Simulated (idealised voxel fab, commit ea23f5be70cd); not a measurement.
This is a process module. Its name is voxel transistor to metal.
It is cross-section cut that appears here, measuring 215 nm in width, its square cells being 5 nm in size.
Cross-section spec: square-cell grid; bands listed top down; each band is one or more rows. Read a band's entry like this: the first values are the height of its top and the height of its bottom in nm, and what follows is the sequence of materials from left to right, each with its width in nm. Note that "empty" is empty space, and that a single material marked "full width" reaches across the band from edge to edge. Convention: height 0 is the level below which the wafer, as received, is all one material. The lowest band does not terminate at the bottom but continues downward, represented as "0 nm and below". It should be noted that a width expressed as "30 to 40" varies in equal increments from row to row of cells within the band, taking the value of the first number at the top row and that of the second number at the bottom row. The cross-section has no changed cell in any step marked "no modifications". What "Enclosed void inventory" gives you is every empty space of 8 cells or more that is cut off from the top. Each appears as width x height at distance, with the distance taken from the left edge and width, height and distance all in nm. Text after the settings on a step's line: the simulator's own remark on that step. For masked steps, "overlay nm" on the step line gives how far right of plan the mask actually lay; a minus sign means it lay to the left.
### Planned process steps
1 op RECEIVE | material Si
2 op CONFORMAL_DEP | material SiO2 | thk nm 5
3 op CONFORMAL_DEP | material SiN | thk nm 10
4 op MASKED_ETCH | tone cover | mask id ACTIVE | width nm 105 | etch materials SiN | depth nm 10 | overlay nm 0
5 op MASKED_ETCH | tone cover | mask id ACTIVE | width nm 105 | etch materials SiO2 | depth nm 5 | overlay nm 0
6 op MASKED_ETCH | tone cover | mask id ACTIVE | width nm 105 | etch materials Si | depth nm 20 | overlay nm 0
7 op FILL_DEP | material SiO2 | thk nm 10
8 op CMP | height nm 15
9 op SELECTIVE_ETCH | etch materials SiO2 | depth nm 10
10 op STRIP | etch materials SiN
11 op SELECTIVE_ETCH | etch materials SiO2 | depth nm 5
12 op OXIDIZE | depth nm 5
13 op DIRECTIONAL_DEP | material polySi | thk nm 30
14 op DIRECTIONAL_DEP | material SiCN | thk nm 10
15 op PATTERN | tone cover | mask id GATE | material resist | width nm 25 | thk nm 20 | overlay nm 0
16 op DIRECTIONAL_ETCH | etch materials SiCN | depth nm 20
17 op DIRECTIONAL_ETCH | etch materials polySi | depth nm 40
18 op STRIP | etch materials resist
19 op CONFORMAL_DEP | material SiN | thk nm 5
20 op DIRECTIONAL_ETCH | etch materials SiN | depth nm 5
21 op DIRECTIONAL_ETCH | etch materials SiO2 | depth nm 5
22 op EPI | material pSi | thk nm 5
23 op FILL_DEP | material SiO2 | thk nm 10
24 op CMP | height nm 30
25 op STRIP | etch materials polySi
26 op SELECTIVE_ETCH | etch materials SiO2 | depth nm 5
27 op CONFORMAL_DEP | material HfO2 | thk nm 5
28 op CONFORMAL_DEP | material TiN | thk nm 5
29 op FILL_DEP | material W | thk nm 5
30 op CMP | height nm 25
31 op DIRECTIONAL_DEP | material SiO2 | thk nm 15
32 op PATTERN | tone open | mask id CONTACT | material resist | width nm 15 | pitch nm 70 | thk nm 15 | overlay nm 0
33 op DIRECTIONAL_ETCH | etch materials SiO2 | depth nm 40
34 op STRIP | etch materials resist
35 op CONFORMAL_DEP | material TiN | thk nm 5
36 op FILL_DEP | material Ru | thk nm 5
37 op CMP | height nm 40
38 op DIRECTIONAL_DEP | material TiN | thk nm 5
39 op DIRECTIONAL_DEP | material W | thk nm 15
40 op DIRECTIONAL_DEP | material aC | thk nm 15
41 op PATTERN | tone cover | mask id METAL_1 | material resist | width nm 15 | pitch nm 70 | thk nm 35 | overlay nm 0
42 op DIRECTIONAL_ETCH | etch materials aC | depth nm 15
43 op STRIP | etch materials resist
44 op DIRECTIONAL_ETCH | etch materials W | depth nm 15
45 op DIRECTIONAL_ETCH | etch materials TiN | depth nm 5
46 op STRIP | etch materials aC
47 op CONFORMAL_DEP | material SiCN | thk nm 5
48 op FILL_DEP | material lowk | thk nm 5
49 op CMP | height nm 60
50 op CONFORMAL_DEP | material SiN | thk nm 5
### This is the cross-section of the wafer as we received it, i.e. after step 1
* 0 nm and below  Si full width
* Enclosed void inventory: none
### Cross-sectional view of the first of the two wafers upon completion of the module, processed in accordance with the plan
* 65 nm to 60 nm  SiN full width
* 60 nm to 45 nm  lowk 60 nm / SiCN 5 nm / W 15 nm / SiCN 5 nm / lowk 45 nm / SiCN 5 nm / W 15 nm / SiCN 5 nm / lowk 60 nm
* 45 nm to 40 nm  SiCN 65 nm / TiN 15 nm / SiCN 55 nm / TiN 15 nm / SiCN 65 nm
* 40 nm to 25 nm  SiO2 65 nm / TiN 5 nm / Ru 5 nm / TiN 5 nm / SiO2 55 nm / TiN 5 nm / Ru 5 nm / TiN 5 nm / SiO2 65 nm
* 25 nm to 5 nm  SiO2 65 nm / TiN 5 nm / Ru 5 nm / TiN 5 nm / SiO2 10 nm / SiN 5 nm / HfO2 5 nm / TiN 5 nm / W 5 nm / TiN 5 nm / HfO2 5 nm / SiN 5 nm / SiO2 10 nm / TiN 5 nm / Ru 5 nm / TiN 5 nm / SiO2 65 nm
* 5 nm to 0 nm  SiO2 65 nm / TiN 15 nm / SiO2 10 nm / SiN 5 nm / HfO2 5 nm / TiN 15 nm / HfO2 5 nm / SiN 5 nm / SiO2 10 nm / TiN 15 nm / SiO2 65 nm
* 0 nm to -5 nm  SiO2 50 nm / pSi 40 nm / HfO2 35 nm / pSi 40 nm / SiO2 50 nm
* -5 nm to -20 nm  SiO2 55 nm / Si 105 nm / SiO2 55 nm
* -20 nm and below  Si full width
* Enclosed void inventory: none
### Module end: cross-section of wafer two of two. Same start and process plan as the first wafer. One mistake during execution
* 65 nm to 60 nm  SiN full width
* 60 nm to 55 nm  lowk 50 nm / SiCN 15 nm / W 15 nm / SiCN 15 nm / lowk 25 nm / SiCN 15 nm / W 15 nm / SiCN 15 nm / lowk 50 nm
* 55 nm to 45 nm  SiCN 65 nm / W 15 nm / SiCN 55 nm / W 15 nm / SiCN 65 nm
* 45 nm to 40 nm  SiCN 65 nm / TiN 15 nm / SiCN 55 nm / TiN 15 nm / SiCN 65 nm
* 40 nm to 25 nm  SiO2 65 nm / TiN 5 nm / Ru 5 nm / TiN 5 nm / SiO2 55 nm / TiN 5 nm / Ru 5 nm / TiN 5 nm / SiO2 65 nm
* 25 nm to 5 nm  SiO2 65 nm / TiN 5 nm / Ru 5 nm / TiN 5 nm / SiO2 10 nm / SiN 5 nm / HfO2 5 nm / TiN 5 nm / W 5 nm / TiN 5 nm / HfO2 5 nm / SiN 5 nm / SiO2 10 nm / TiN 5 nm / Ru 5 nm / TiN 5 nm / SiO2 65 nm
* 5 nm to 0 nm  SiO2 65 nm / TiN 15 nm / SiO2 10 nm / SiN 5 nm / HfO2 5 nm / TiN 15 nm / HfO2 5 nm / SiN 5 nm / SiO2 10 nm / TiN 15 nm / SiO2 65 nm
* 0 nm to -5 nm  SiO2 50 nm / pSi 40 nm / HfO2 35 nm / pSi 40 nm / SiO2 50 nm
* -5 nm to -20 nm  SiO2 55 nm / Si 105 nm / SiO2 55 nm
* -20 nm and below  Si full width
* Enclosed void inventory: none
What was done differently from what was planned? step 47, actual vs plan mismatch, actual run op CONFORMAL_DEP | material SiCN | thk nm 15
Final comparison by cell count, materials where the second wafer has more or fewer than the first: 74 more of SiCN, 74 fewer of lowk
